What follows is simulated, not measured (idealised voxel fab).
The document below concerns the process module designated voxel wiring stack.
Xsec cut, 180 nm wide, square cell size 5 nm.
Just so we're on the same page, the cross-sections are grids of square cells, and they're listed out in bands top to bottom, each band one or more rows deep. The band entry comprises the height of the band's top followed by the height of its bottom, expressed in nm, and subsequently the band's materials from left to right, each stated together with its width in nm. Where a single material is marked with the word "throughout", that material fills the band from edge to edge. The word "air" represents empty space. Below 0: as-received wafer, all one material; heights counted from there. Lowest band: no bottom, goes on down, written "from 0 down". A width given as "30..40" starts at the first number in the band's top row and ends at the second number in its bottom row, shifting by an equal amount at every step from row to row. Basically "nothing got changed" means that step didn't change any cell in the cross-section. Look at "Enclosed void list" for the closed voids: empty spaces with no open path to the top, sized 8 cells or up. Each is width x height at distance, distance from the left edge, all nm. after a step's settings: what the simulator itself notes on the step. "overlay nm" answers the question of how far to the right of plan the mask lay on a step that has a mask, and when it is negative the answer is to the left. Below you will find pairs of cross-sections. In each, one shows the wafer before one process step and the other after it, with the after view ending at the lowest band that changed. Under each pair is the step separating them, along with its settings. Do not assume the pairs form a chain: they can come from different runs of this module on the same starting wafer, and a pair continues from the pair above it only when its "Status quo ante" entry says so.

**Status quo ante**
* from 0 down | Si throughout
* Enclosed void list: none

**Result of Step**
* from 10 to 0 | SiO2 throughout
* At heights below 0, the structure remains unaltered.
* Enclosed void list: none
Processing between the before and after sections above: CONFORMAL_DEP,material SiO2,thk nm 10

Status quo ante: The structure entering this step is exactly what the pair just above shows after its step.

**Result of Step**
* from 15 to 10 | TiN throughout
* At heights below 10, the structure remains unaltered.
* Enclosed void list: none
Processing between the before and after sections above: DIRECTIONAL_DEP,material TiN,thk nm 5

Status quo ante: The structure entering this step is exactly what the pair just above shows after its step.

**Result of Step**
* from 40 to 15 | W throughout
* At heights below 15, the structure remains unaltered.
* Enclosed void list: none
Processing between the before and after sections above: DIRECTIONAL_DEP,material W,thk nm 25

Status quo ante: The structure entering this step is exactly what the pair just above shows after its step.

**Result of Step**
* from 50 to 40 | aC throughout
* At heights below 40, the structure remains unaltered.
* Enclosed void list: none
Processing between the before and after sections above: DIRECTIONAL_DEP,material aC,thk nm 10

Status quo ante: The structure entering this step is exactly what the pair just above shows after its step.

**Result of Step**
* from 80 to 50 | 55 of air | 25 of resist | 20 of air | 25 of resist | 55 of air
* At heights below 50, the structure remains unaltered.
* Enclosed void list: none
Processing between the before and after sections above: PATTERN,tone cover,mask id METAL_1,material resist,width nm 25,pitch nm 45,thk nm 30,overlay nm 0

Status quo ante: The structure entering this step is exactly what the pair just above shows after its step.

**Result of Step**
* from 70 to 50 | 55 of air | 25 of resist | 20 of air | 25 of resist | 55 of air
* from 50 to 40 | 55 of air | 25 of aC | 20 of air | 25 of aC | 55 of air
* At heights below 40, the structure remains unaltered.
* Enclosed void list: none
Processing between the before and after sections above: DIRECTIONAL_ETCH,etch materials aC,depth nm 10

Status quo ante: The structure entering this step is exactly what the pair just above shows after its step.

**Result of Step**
* from 50 to 40 | 55 of air | 25 of aC | 20 of air | 25 of aC | 55 of air
* At heights below 40, the structure remains unaltered.
* Enclosed void list: none
Processing between the before and after sections above: STRIP,etch materials resist

Status quo ante: The structure entering this step is exactly what the pair just above shows after its step.

**Result of Step**
* from 50 to 40 | 55 of air | 25 of aC | 20 of air | 25 of aC | 55 of air
* from 40 to 15 | 55 of air | 25 of W | 20 of air | 25 of W | 55 of air
* At heights below 15, the structure remains unaltered.
* Enclosed void list: none
Processing between the before and after sections above: DIRECTIONAL_ETCH,etch materials W,depth nm 25

Status quo ante: The structure entering this step is exactly what the pair just above shows after its step.

**Result of Step**
* from 50 to 40 | 55 of air | 25 of aC | 20 of air | 25 of aC | 55 of air
* from 40 to 15 | 55 of air | 25 of W | 20 of air | 25 of W | 55 of air
* from 15 to 10 | 55 of air | 25 of TiN | 20 of air | 25 of TiN | 55 of air
* At heights below 10, the structure remains unaltered.
* Enclosed void list: none
Processing between the before and after sections above: DIRECTIONAL_ETCH,etch materials TiN,depth nm 5

Status quo ante: The structure entering this step is exactly what the pair just above shows after its step.

**Result of Step**
* from 40 to 15 | 55 of air | 25 of W | 20 of air | 25 of W | 55 of air
* At heights below 15, the structure remains unaltered.
* Enclosed void list: none
Processing between the before and after sections above: STRIP,etch materials aC

Status quo ante: The structure entering this step is exactly what the pair just above shows after its step.

**Result of Step**
* from 45 to 40 | 50 of air | 35 of SiN | 10 of air | 35 of SiN | 50 of air
* from 40 to 15 | 50 of air | 5 of SiN | 25 of W | 5 of SiN | 10 of air | 5 of SiN | 25 of W | 5 of SiN | 50 of air
* from 15 to 10 | 55 of SiN | 25 of TiN | 20 of SiN | 25 of TiN | 55 of SiN
* At heights below 10, the structure remains unaltered.
* Enclosed void list: none
Processing between the before and after sections above: CONFORMAL_DEP,material SiN,thk nm 5

Status quo ante: The structure entering this step is exactly what the pair just above shows after its step.

**Result of Step**
* from 55 to 45 | lowk throughout
* from 45 to 40 | 50 of lowk | 35 of SiN | 10 of lowk | 35 of SiN | 50 of lowk
* from 40 to 15 | 50 of lowk | 5 of SiN | 25 of W | 5 of SiN | 10 of lowk | 5 of SiN | 25 of W | 5 of SiN | 50 of lowk
* At heights below 15, the structure remains unaltered.
* Enclosed void list: none
Processing between the before and after sections above: FILL_DEP,material lowk,thk nm 10

Status quo ante: The structure entering this step is exactly what the pair just above shows after its step.

**Result of Step**
* from 40 to 15 | 50 of lowk | 5 of SiN | 25 of W | 5 of SiN | 10 of lowk | 5 of SiN | 25 of W | 5 of SiN | 50 of lowk
* At heights below 15, the structure remains unaltered.
* Enclosed void list: none
Processing between the before and after sections above: CMP,height nm 40

Status quo ante: The structure entering this step is exactly what the pair just above shows after its step.

**Result of Step**
* from 45 to 40 | SiCN throughout
* At heights below 40, the structure remains unaltered.
* Enclosed void list: none
Processing between the before and after sections above: CONFORMAL_DEP,material SiCN,thk nm 5

Status quo ante: The structure entering this step is exactly what the pair just above shows after its step.

**Result of Step**
* from 75 to 45 | lowk throughout
* At heights below 45, the structure remains unaltered.
* Enclosed void list: none
Processing between the before and after sections above: DIRECTIONAL_DEP,material lowk,thk nm 30

Status quo ante: The structure entering this step is exactly what the pair just above shows after its step.

**Result of Step**
* from 90 to 75 | aC throughout
* At heights below 75, the structure remains unaltered.
* Enclosed void list: none
Processing between the before and after sections above: DIRECTIONAL_DEP,material aC,thk nm 15

Status quo ante: The structure entering this step is exactly what the pair just above shows after its step.

**Result of Step**
* from 125 to 90 | 55 of resist | 15 of air | 30 of resist | 15 of air | 65 of resist
* At heights below 90, the structure remains unaltered.
* Enclosed void list: none
Processing between the before and after sections above: PATTERN,tone open,mask id METAL_2_HOLES,material resist,width nm 15,pitch nm 45,thk nm 35,overlay nm 0

Status quo ante: The structure entering this step is exactly what the pair just above shows after its step.

**Result of Step**
* from 110 to 90 | 55 of resist | 15 of air | 30 of resist | 15 of air | 65 of resist
* from 90 to 75 | 55 of aC | 15 of air | 30 of aC | 15 of air | 65 of aC
* At heights below 75, the structure remains unaltered.
* Enclosed void list: none
Processing between the before and after sections above: DIRECTIONAL_ETCH,etch materials aC,depth nm 15

Status quo ante: The structure entering this step is exactly what the pair just above shows after its step.

**Result of Step**
* from 90 to 75 | 55 of aC | 15 of air | 30 of aC | 15 of air | 65 of aC
* At heights below 75, the structure remains unaltered.
* Enclosed void list: none
Processing between the before and after sections above: STRIP,etch materials resist

Status quo ante: The structure entering this step is exactly what the pair just above shows after its step.

**Result of Step**
* from 90 to 75 | 55 of aC | 15 of air | 30 of aC | 15 of air | 65 of aC
* from 75 to 45 | 55 of lowk | 15 of air | 30 of lowk | 15 of air | 65 of lowk
* At heights below 45, the structure remains unaltered.
* Enclosed void list: none
Processing between the before and after sections above: DIRECTIONAL_ETCH,etch materials lowk,depth nm 30

Status quo ante: The structure entering this step is exactly what the pair just above shows after its step.

**Result of Step**
* from 75 to 45 | 55 of lowk | 15 of air | 30 of lowk | 15 of air | 65 of lowk
* At heights below 45, the structure remains unaltered.
* Enclosed void list: none
Processing between the before and after sections above: STRIP,etch materials aC

Status quo ante: The structure entering this step is exactly what the pair just above shows after its step.

**Result of Step**
* from 90 to 75 | 55 of aC | 15 of air | 30 of aC | 15 of air | 65 of aC
* from 75 to 60 | 55 of lowk | 15 of air | 30 of lowk | 15 of air | 65 of lowk
* from 60 to 45 | 55 of lowk | 15 of aC | 30 of lowk | 15 of aC | 65 of lowk
* At heights below 45, the structure remains unaltered.
* Enclosed void list: none
Processing between the before and after sections above: DIRECTIONAL_DEP,material aC,thk nm 15

Status quo ante: The structure entering this step is exactly what the pair just above shows after its step.

**Result of Step**
* from 120 to 90 | 55 of resist | 25 of air | 20 of resist | 25 of air | 55 of resist
* At heights below 90, the structure remains unaltered.
* Enclosed void list: none
Processing between the before and after sections above: PATTERN,tone open,mask id METAL_2,material resist,width nm 25,pitch nm 45,thk nm 30,overlay nm 0

Status quo ante: The structure entering this step is exactly what the pair just above shows after its step.

**Result of Step**
* from 105 to 90 | 55 of resist | 25 of air | 20 of resist | 25 of air | 55 of resist
* from 90 to 75 | 55 of aC | 25 of air | 20 of aC | 25 of air | 55 of aC
* from 75 to 45 | 55 of lowk | 15 of air | 30 of lowk | 15 of air | 65 of lowk
* At heights below 45, the structure remains unaltered.
* Enclosed void list: none
Processing between the before and after sections above: DIRECTIONAL_ETCH,etch materials aC,depth nm 15

Status quo ante: The structure entering this step is exactly what the pair just above shows after its step.

**Result of Step**
* from 90 to 75 | 55 of aC | 25 of air | 20 of aC | 25 of air | 55 of aC
* At heights below 75, the structure remains unaltered.
* Enclosed void list: none
Processing between the before and after sections above: STRIP,etch materials resist

Status quo ante: The structure entering this step is exactly what the pair just above shows after its step.

**Result of Step**
* from 90 to 75 | 55 of aC | 25 of air | 20 of aC | 25 of air | 55 of aC
* from 75 to 55 | 55 of lowk | 25 of air | 20 of lowk | 25 of air | 55 of lowk
* At heights below 55, the structure remains unaltered.
* Enclosed void list: none
Processing between the before and after sections above: DIRECTIONAL_ETCH,etch materials lowk,depth nm 20

Status quo ante: The structure entering this step is exactly what the pair just above shows after its step.

**Result of Step**
* from 90 to 75 | 55 of aC | 25 of air | 20 of aC | 25 of air | 55 of aC
* from 75 to 55 | 55 of lowk | 25 of air | 20 of lowk | 25 of air | 55 of lowk
* from 55 to 45 | 55 of lowk | 15 of air | 30 of lowk | 15 of air | 65 of lowk
* from 45 to 40 | 55 of SiCN | 15 of air | 30 of SiCN | 15 of air | 65 of SiCN
* At heights below 40, the structure remains unaltered.
* Enclosed void list: none
Processing between the before and after sections above: DIRECTIONAL_ETCH,etch materials SiCN,depth nm 5

Status quo ante: The structure entering this step is exactly what the pair just above shows after its step.

**Result of Step**
* from 75 to 55 | 55 of lowk | 25 of air | 20 of lowk | 25 of air | 55 of lowk
* At heights below 55, the structure remains unaltered.
* Enclosed void list: none
Processing between the before and after sections above: STRIP,etch materials aC

Status quo ante: The structure entering this step is exactly what the pair just above shows after its step.

**Result of Step**
* from 80 to 75 | 60 of TiN | 15 of air | 30 of TiN | 15 of air | 60 of TiN
* from 75 to 60 | 55 of lowk | 5 of TiN | 15 of air | 5 of TiN | 20 of lowk | 5 of TiN | 15 of air | 5 of TiN | 55 of lowk
* from 60 to 55 | 55 of lowk | 5 of TiN | 5 of air | 15 of TiN | 20 of lowk | 5 of TiN | 5 of air | 15 of TiN | 55 of lowk
* from 55 to 45 | 55 of lowk | 5 of TiN | 5 of air | 5 of TiN | 30 of lowk | 5 of TiN | 5 of air | 5 of TiN | 65 of lowk
* from 45 to 40 | 55 of SiCN | 15 of TiN | 30 of SiCN | 15 of TiN | 65 of SiCN
* At heights below 40, the structure remains unaltered.
* Enclosed void list: none
Processing between the before and after sections above: CONFORMAL_DEP,material TiN,thk nm 5

Status quo ante: The structure entering this step is exactly what the pair just above shows after its step.

**Result of Step**
* from 85 to 80 | Cu throughout
* from 80 to 75 | 60 of TiN | 15 of Cu | 30 of TiN | 15 of Cu | 60 of TiN
* from 75 to 60 | 55 of lowk | 5 of TiN | 15 of Cu | 5 of TiN | 20 of lowk | 5 of TiN | 15 of Cu | 5 of TiN | 55 of lowk
* from 60 to 55 | 55 of lowk | 5 of TiN | 5 of Cu | 15 of TiN | 20 of lowk | 5 of TiN | 5 of Cu | 15 of TiN | 55 of lowk
* from 55 to 45 | 55 of lowk | 5 of TiN | 5 of Cu | 5 of TiN | 30 of lowk | 5 of TiN | 5 of Cu | 5 of TiN | 65 of lowk
* At heights below 45, the structure remains unaltered.
* Enclosed void list: none
Processing between the before and after sections above: FILL_DEP,material Cu,thk nm 5

Status quo ante: The structure entering this step is exactly what the pair just above shows after its step.

**Result of Step**
* from 75 to 60 | 55 of lowk | 5 of TiN | 15 of Cu | 5 of TiN | 20 of lowk | 5 of TiN | 15 of Cu | 5 of TiN | 55 of lowk
* At heights below 60, the structure remains unaltered.
* Enclosed void list: none
Processing between the before and after sections above: CMP,height nm 75

Status quo ante: The structure entering this step is exactly what the pair just above shows after its step.

**Result of Step**
* from 80 to 75 | SiCN throughout
* At heights below 75, the structure remains unaltered.
* Enclosed void list: none
Processing between the before and after sections above: CONFORMAL_DEP,material SiCN,thk nm 5

Status quo ante: The structure entering this step is exactly what the pair just above shows after its step.

**Result of Step**
* from 105 to 80 | lowk throughout
* At heights below 80, the structure remains unaltered.
* Enclosed void list: none
Processing between the before and after sections above: DIRECTIONAL_DEP,material lowk,thk nm 25

Status quo ante: The structure entering this step is exactly what the pair just above shows after its step.

**Result of Step**
* from 115 to 105 | aC throughout
* At heights below 105, the structure remains unaltered.
* Enclosed void list: none
Processing between the before and after sections above: DIRECTIONAL_DEP,material aC,thk nm 10

Status quo ante: The structure entering this step is exactly what the pair just above shows after its step.

**Result of Step**
* from 140 to 115 | 55 of resist | 15 of air | 110 of resist
* At heights below 115, the structure remains unaltered.
* Enclosed void list: none
Processing between the before and after sections above: PATTERN,tone open,mask id METAL_3_HOLES,material resist,width nm 15,thk nm 25,overlay nm 0

Status quo ante: The structure entering this step is exactly what the pair just above shows after its step.

**Result of Step**
* from 130 to 115 | 55 of resist | 15 of air | 110 of resist
* from 115 to 105 | 55 of aC | 15 of air | 110 of aC
* At heights below 105, the structure remains unaltered.
* Enclosed void list: none
Processing between the before and after sections above: DIRECTIONAL_ETCH,etch materials aC,depth nm 10

Status quo ante: The structure entering this step is exactly what the pair just above shows after its step.

**Result of Step**
* from 115 to 105 | 55 of aC | 15 of air | 110 of aC
* At heights below 105, the structure remains unaltered.
* Enclosed void list: none
Processing between the before and after sections above: STRIP,etch materials resist

Status quo ante: The structure entering this step is exactly what the pair just above shows after its step.

**Result of Step**
* from 115 to 105 | 55 of aC | 15 of air | 110 of aC
* from 105 to 80 | 55 of lowk | 15 of air | 110 of lowk
* At heights below 80, the structure remains unaltered.
* Enclosed void list: none
Processing between the before and after sections above: DIRECTIONAL_ETCH,etch materials lowk,depth nm 25

Status quo ante: The structure entering this step is exactly what the pair just above shows after its step.

**Result of Step**
* from 105 to 80 | 55 of lowk | 15 of air | 110 of lowk
* At heights below 80, the structure remains unaltered.
* Enclosed void list: none
Processing between the before and after sections above: STRIP,etch materials aC

Status quo ante: The structure entering this step is exactly what the pair just above shows after its step.

**Result of Step**
* from 125 to 105 | 55 of resist | 25 of air | 20 of resist | 25 of air | 55 of resist
* At heights below 105, the structure remains unaltered.
* Enclosed void list: none
Processing between the before and after sections above: PATTERN,tone open,mask id METAL_3,material resist,width nm 25,pitch nm 45,thk nm 20,overlay nm 0

Status quo ante: The structure entering this step is exactly what the pair just above shows after its step.

**Result of Step**
* from 125 to 105 | 55 of resist | 25 of air | 20 of resist | 25 of air | 55 of resist
* from 105 to 90 | 55 of lowk | 25 of air | 20 of lowk | 25 of air | 55 of lowk
* At heights below 90, the structure remains unaltered.
* Enclosed void list: none
Processing between the before and after sections above: DIRECTIONAL_ETCH,etch materials lowk,depth nm 15

Status quo ante: The structure entering this step is exactly what the pair just above shows after its step.

**Result of Step**
* from 125 to 105 | 55 of resist | 25 of air | 20 of resist | 25 of air | 55 of resist
* from 105 to 90 | 55 of lowk | 25 of air | 20 of lowk | 25 of air | 55 of lowk
* from 90 to 80 | 55 of lowk | 15 of air | 110 of lowk
* from 80 to 75 | 55 of SiCN | 15 of air | 110 of SiCN
* At heights below 75, the structure remains unaltered.
* Enclosed void list: none
Processing between the before and after sections above: DIRECTIONAL_ETCH,etch materials SiCN,depth nm 5

Status quo ante: The structure entering this step is exactly what the pair just above shows after its step.

**Result of Step**
* from 105 to 90 | 55 of lowk | 25 of air | 20 of lowk | 25 of air | 55 of lowk
* At heights below 90, the structure remains unaltered.
* Enclosed void list: none
Processing between the before and after sections above: STRIP,etch materials resist

Status quo ante: The structure entering this step is exactly what the pair just above shows after its step.

**Result of Step**
* from 110 to 105 | 60 of TiN | 15 of air | 30 of TiN | 15 of air | 60 of TiN
* from 105 to 95 | 55 of lowk | 5 of TiN | 15 of air | 5 of TiN | 20 of lowk | 5 of TiN | 15 of air | 5 of TiN | 55 of lowk
* from 95 to 90 | 55 of lowk | 5 of TiN | 5 of air | 15 of TiN | 20 of lowk | 25 of TiN | 55 of lowk
* from 90 to 80 | 55 of lowk | 5 of TiN | 5 of air | 5 of TiN | 110 of lowk
* from 80 to 75 | 55 of SiCN | 15 of TiN | 110 of SiCN
* At heights below 75, the structure remains unaltered.
* Enclosed void list: none
Processing between the before and after sections above: CONFORMAL_DEP,material TiN,thk nm 5

Status quo ante: The structure entering this step is exactly what the pair just above shows after its step.

**Result of Step**
* from 120 to 110 | Cu throughout
* from 110 to 105 | 60 of TiN | 15 of Cu | 30 of TiN | 15 of Cu | 60 of TiN
* from 105 to 95 | 55 of lowk | 5 of TiN | 15 of Cu | 5 of TiN | 20 of lowk | 5 of TiN | 15 of Cu | 5 of TiN | 55 of lowk
* from 95 to 90 | 55 of lowk | 5 of TiN | 5 of Cu | 15 of TiN | 20 of lowk | 25 of TiN | 55 of lowk
* from 90 to 80 | 55 of lowk | 5 of TiN | 5 of Cu | 5 of TiN | 110 of lowk
* At heights below 80, the structure remains unaltered.
* Enclosed void list: none
Processing between the before and after sections above: FILL_DEP,material Cu,thk nm 10

Status quo ante: The structure entering this step is exactly what the pair just above shows after its step.

**Result of Step**
* from 105 to 95 | 55 of lowk | 5 of TiN | 15 of Cu | 5 of TiN | 20 of lowk | 5 of TiN | 15 of Cu | 5 of TiN | 55 of lowk
* At heights below 95, the structure remains unaltered.
* Enclosed void list: none
Processing between the before and after sections above: CMP,height nm 105

Status quo ante: The structure entering this step is exactly what the pair just above shows after its step.

**Result of Step**
* from 110 to 105 | SiCN throughout
* At heights below 105, the structure remains unaltered.
* Enclosed void list: none
Processing between the before and after sections above: CONFORMAL_DEP,material SiCN,thk nm 5

Status quo ante: The structure entering this step is exactly what the pair just above shows after its step.

**Result of Step**
* from 135 to 110 | SiO2 throughout
* At heights below 110, the structure remains unaltered.
* Enclosed void list: none
Processing between the before and after sections above: DIRECTIONAL_DEP,material SiO2,thk nm 25

Status quo ante: The structure entering this step is exactly what the pair just above shows after its step.

**Result of Step**
* from 135 to 110 | 55 of SiO2 | 15 of air | 110 of SiO2
* At heights below 110, the structure remains unaltered.
* Enclosed void list: none
Processing between the before and after sections above: MASKED_ETCH,tone open,mask id METAL_4_HOLES,width nm 15,etch materials SiO2,depth nm 25,overlay nm 0

Status quo ante: The structure entering this step is exactly what the pair just above shows after its step.

**Result of Step**
* from 150 to 135 | 55 of aC | 15 of air | 110 of aC
* from 135 to 125 | 55 of SiO2 | 15 of air | 110 of SiO2
* from 125 to 110 | 55 of SiO2 | 15 of aC | 110 of SiO2
* At heights below 110, the structure remains unaltered.
* Enclosed void list: none
Processing between the before and after sections above: DIRECTIONAL_DEP,material aC,thk nm 15

Status quo ante: The structure entering this step is exactly what the pair just above shows after its step.

**Result of Step**
* from 185 to 150 | 55 of resist | 25 of air | 20 of resist | 25 of air | 55 of resist
* At heights below 150, the structure remains unaltered.
* Enclosed void list: none
Processing between the before and after sections above: PATTERN,tone open,mask id METAL_4,material resist,width nm 25,pitch nm 45,thk nm 35,overlay nm 0

Status quo ante: The structure entering this step is exactly what the pair just above shows after its step.

**Result of Step**
* from 170 to 150 | 55 of resist | 25 of air | 20 of resist | 25 of air | 55 of resist
* from 150 to 135 | 55 of aC | 25 of air | 20 of aC | 25 of air | 55 of aC
* from 135 to 110 | 55 of SiO2 | 15 of air | 110 of SiO2
* At heights below 110, the structure remains unaltered.
* Enclosed void list: none
Processing between the before and after sections above: DIRECTIONAL_ETCH,etch materials aC,depth nm 15

Status quo ante: The structure entering this step is exactly what the pair just above shows after its step.

**Result of Step**
* from 150 to 135 | 55 of aC | 25 of air | 20 of aC | 25 of air | 55 of aC
* At heights below 135, the structure remains unaltered.
* Enclosed void list: none
Processing between the before and after sections above: STRIP,etch materials resist

Status quo ante: The structure entering this step is exactly what the pair just above shows after its step.

**Result of Step**
* from 150 to 135 | 55 of aC | 25 of air | 20 of aC | 25 of air | 55 of aC
* from 135 to 120 | 55 of SiO2 | 25 of air | 20 of SiO2 | 25 of air | 55 of SiO2
* At heights below 120, the structure remains unaltered.
* Enclosed void list: none
Processing between the before and after sections above: DIRECTIONAL_ETCH,etch materials SiO2,depth nm 15

Status quo ante: The structure entering this step is exactly what the pair just above shows after its step.

**Result of Step**
* from 150 to 135 | 55 of aC | 25 of air | 20 of aC | 25 of air | 55 of aC
* from 135 to 120 | 55 of SiO2 | 25 of air | 20 of SiO2 | 25 of air | 55 of SiO2
* from 120 to 110 | 55 of SiO2 | 15 of air | 110 of SiO2
* from 110 to 105 | 55 of SiCN | 15 of air | 110 of SiCN
* At heights below 105, the structure remains unaltered.
* Enclosed void list: none
Processing between the before and after sections above: DIRECTIONAL_ETCH,etch materials SiCN,depth nm 5

Status quo ante: The structure entering this step is exactly what the pair just above shows after its step.

**Result of Step**
* from 135 to 120 | 55 of SiO2 | 25 of air | 20 of SiO2 | 25 of air | 55 of SiO2
* At heights below 120, the structure remains unaltered.
* Enclosed void list: none
Processing between the before and after sections above: STRIP,etch materials aC

Status quo ante: The structure entering this step is exactly what the pair just above shows after its step.

**Result of Step**
* from 140 to 135 | 60 of TiN | 15 of air | 30 of TiN | 15 of air | 60 of TiN
* from 135 to 125 | 55 of SiO2 | 5 of TiN | 15 of air | 5 of TiN | 20 of SiO2 | 5 of TiN | 15 of air | 5 of TiN | 55 of SiO2
* from 125 to 120 | 55 of SiO2 | 5 of TiN | 5 of air | 15 of TiN | 20 of SiO2 | 25 of TiN | 55 of SiO2
* from 120 to 110 | 55 of SiO2 | 5 of TiN | 5 of air | 5 of TiN | 110 of SiO2
* from 110 to 105 | 55 of SiCN | 15 of TiN | 110 of SiCN
* At heights below 105, the structure remains unaltered.
* Enclosed void list: none
Processing between the before and after sections above: CONFORMAL_DEP,material TiN,thk nm 5

Status quo ante: The structure entering this step is exactly what the pair just above shows after its step.

**Result of Step**
* from 145 to 140 | Cu throughout
* from 140 to 135 | 60 of TiN | 15 of Cu | 30 of TiN | 15 of Cu | 60 of TiN
* from 135 to 125 | 55 of SiO2 | 5 of TiN | 15 of Cu | 5 of TiN | 20 of SiO2 | 5 of TiN | 15 of Cu | 5 of TiN | 55 of SiO2
* from 125 to 120 | 55 of SiO2 | 5 of TiN | 5 of Cu | 15 of TiN | 20 of SiO2 | 25 of TiN | 55 of SiO2
* from 120 to 110 | 55 of SiO2 | 5 of TiN | 5 of Cu | 5 of TiN | 110 of SiO2
* At heights below 110, the structure remains unaltered.
* Enclosed void list: none
Processing between the before and after sections above: FILL_DEP,material Cu,thk nm 5

Status quo ante: The structure entering this step is exactly what the pair just above shows after its step.

**Result of Step**
* from 135 to 125 | 55 of SiO2 | 5 of TiN | 15 of Cu | 5 of TiN | 20 of SiO2 | 5 of TiN | 15 of Cu | 5 of TiN | 55 of SiO2
* At heights below 125, the structure remains unaltered.
* Enclosed void list: none
Processing between the before and after sections above: CMP,height nm 135

Status quo ante: The structure entering this step is exactly what the pair just above shows after its step.

**Result of Step**
* from 140 to 135 | SiCN throughout
* At heights below 135, the structure remains unaltered.
* Enclosed void list: none
Processing between the before and after sections above: CONFORMAL_DEP,material SiCN,thk nm 5

**Status quo ante**
* from 0 down | Si throughout
* Enclosed void list: none

**Result of Step**
* from 5 to 0 | TiN throughout
* At heights below 0, the structure remains unaltered.
* Enclosed void list: none
Processing between the before and after sections above: DIRECTIONAL_DEP,material TiN,thk nm 5

Status quo ante: The structure entering this step is exactly what the pair just above shows after its step.

**Result of Step**
* from 30 to 5 | W throughout
* At heights below 5, the structure remains unaltered.
* Enclosed void list: none
Processing between the before and after sections above: DIRECTIONAL_DEP,material W,thk nm 25

Status quo ante: The structure entering this step is exactly what the pair just above shows after its step.

**Result of Step**
* from 40 to 30 | aC throughout
* At heights below 30, the structure remains unaltered.
* Enclosed void list: none
Processing between the before and after sections above: DIRECTIONAL_DEP,material aC,thk nm 10

Status quo ante: The structure entering this step is exactly what the pair just above shows after its step.

**Result of Step**
* from 70 to 40 | 55 of air | 25 of resist | 20 of air | 25 of resist | 55 of air
* At heights below 40, the structure remains unaltered.
* Enclosed void list: none
Processing between the before and after sections above: PATTERN,tone cover,mask id METAL_1,material resist,width nm 25,pitch nm 45,thk nm 30,overlay nm 0

Status quo ante: The structure entering this step is exactly what the pair just above shows after its step.

**Result of Step**
* from 60 to 40 | 55 of air | 25 of resist | 20 of air | 25 of resist | 55 of air
* from 40 to 30 | 55 of air | 25 of aC | 20 of air | 25 of aC | 55 of air
* At heights below 30, the structure remains unaltered.
* Enclosed void list: none
Processing between the before and after sections above: DIRECTIONAL_ETCH,etch materials aC,depth nm 10

Status quo ante: The structure entering this step is exactly what the pair just above shows after its step.

**Result of Step**
* from 40 to 30 | 55 of air | 25 of aC | 20 of air | 25 of aC | 55 of air
* At heights below 30, the structure remains unaltered.
* Enclosed void list: none
Processing between the before and after sections above: STRIP,etch materials resist

Status quo ante: The structure entering this step is exactly what the pair just above shows after its step.

**Result of Step**
* from 40 to 30 | 55 of air | 25 of aC | 20 of air | 25 of aC | 55 of air
* from 30 to 5 | 55 of air | 25 of W | 20 of air | 25 of W | 55 of air
* At heights below 5, the structure remains unaltered.
* Enclosed void list: none
Processing between the before and after sections above: DIRECTIONAL_ETCH,etch materials W,depth nm 25

Status quo ante: The structure entering this step is exactly what the pair just above shows after its step.

**Result of Step**
* from 40 to 30 | 55 of air | 25 of aC | 20 of air | 25 of aC | 55 of air
* from 30 to 5 | 55 of air | 25 of W | 20 of air | 25 of W | 55 of air
* from 5 to 0 | 55 of air | 25 of TiN | 20 of air | 25 of TiN | 55 of air
* At heights below 0, the structure remains unaltered.
* Enclosed void list: none
Processing between the before and after sections above: DIRECTIONAL_ETCH,etch materials TiN,depth nm 5

Status quo ante: The structure entering this step is exactly what the pair just above shows after its step.

**Result of Step**
* from 30 to 5 | 55 of air | 25 of W | 20 of air | 25 of W | 55 of air
* At heights below 5, the structure remains unaltered.
* Enclosed void list: none
Processing between the before and after sections above: STRIP,etch materials aC

Status quo ante: The structure entering this step is exactly what the pair just above shows after its step.

**Result of Step**
* from 35 to 30 | 50 of air | 35 of SiN | 10 of air | 35 of SiN | 50 of air
* from 30 to 5 | 50 of air | 5 of SiN | 25 of W | 5 of SiN | 10 of air | 5 of SiN | 25 of W | 5 of SiN | 50 of air
* from 5 to 0 | 55 of SiN | 25 of TiN | 20 of SiN | 25 of TiN | 55 of SiN
* At heights below 0, the structure remains unaltered.
* Enclosed void list: none
Processing between the before and after sections above: CONFORMAL_DEP,material SiN,thk nm 5

Status quo ante: The structure entering this step is exactly what the pair just above shows after its step.

**Result of Step**
* from 45 to 35 | lowk throughout
* from 35 to 30 | 50 of lowk | 35 of SiN | 10 of lowk | 35 of SiN | 50 of lowk
* from 30 to 5 | 50 of lowk | 5 of SiN | 25 of W | 5 of SiN | 10 of lowk | 5 of SiN | 25 of W | 5 of SiN | 50 of lowk
* At heights below 5, the structure remains unaltered.
* Enclosed void list: none
Processing between the before and after sections above: FILL_DEP,material lowk,thk nm 10

Status quo ante: The structure entering this step is exactly what the pair just above shows after its step.

**Result of Step**
* from 40 to 35 | lowk throughout
* At heights below 35, the structure remains unaltered.
* Enclosed void list: none
Processing between the before and after sections above: CMP,height nm 40

Status quo ante: The structure entering this step is exactly what the pair just above shows after its step.

**Result of Step**
* from 45 to 40 | SiCN throughout
* At heights below 40, the structure remains unaltered.
* Enclosed void list: none
Processing between the before and after sections above: CONFORMAL_DEP,material SiCN,thk nm 5

Status quo ante: The structure entering this step is exactly what the pair just above shows after its step.

**Result of Step**
* from 75 to 45 | lowk throughout
* At heights below 45, the structure remains unaltered.
* Enclosed void list: none
Processing between the before and after sections above: DIRECTIONAL_DEP,material lowk,thk nm 30

Status quo ante: The structure entering this step is exactly what the pair just above shows after its step.

**Result of Step**
* from 90 to 75 | aC throughout
* At heights below 75, the structure remains unaltered.
* Enclosed void list: none
Processing between the before and after sections above: DIRECTIONAL_DEP,material aC,thk nm 15

Status quo ante: The structure entering this step is exactly what the pair just above shows after its step.

**Result of Step**
* from 125 to 90 | 55 of resist | 15 of air | 30 of resist | 15 of air | 65 of resist
* At heights below 90, the structure remains unaltered.
* Enclosed void list: none
Processing between the before and after sections above: PATTERN,tone open,mask id METAL_2_HOLES,material resist,width nm 15,pitch nm 45,thk nm 35,overlay nm 0

Status quo ante: The structure entering this step is exactly what the pair just above shows after its step.

**Result of Step**
* from 110 to 90 | 55 of resist | 15 of air | 30 of resist | 15 of air | 65 of resist
* from 90 to 75 | 55 of aC | 15 of air | 30 of aC | 15 of air | 65 of aC
* At heights below 75, the structure remains unaltered.
* Enclosed void list: none
Processing between the before and after sections above: DIRECTIONAL_ETCH,etch materials aC,depth nm 15

Status quo ante: The structure entering this step is exactly what the pair just above shows after its step.

**Result of Step**
* from 90 to 75 | 55 of aC | 15 of air | 30 of aC | 15 of air | 65 of aC
* At heights below 75, the structure remains unaltered.
* Enclosed void list: none
Processing between the before and after sections above: STRIP,etch materials resist
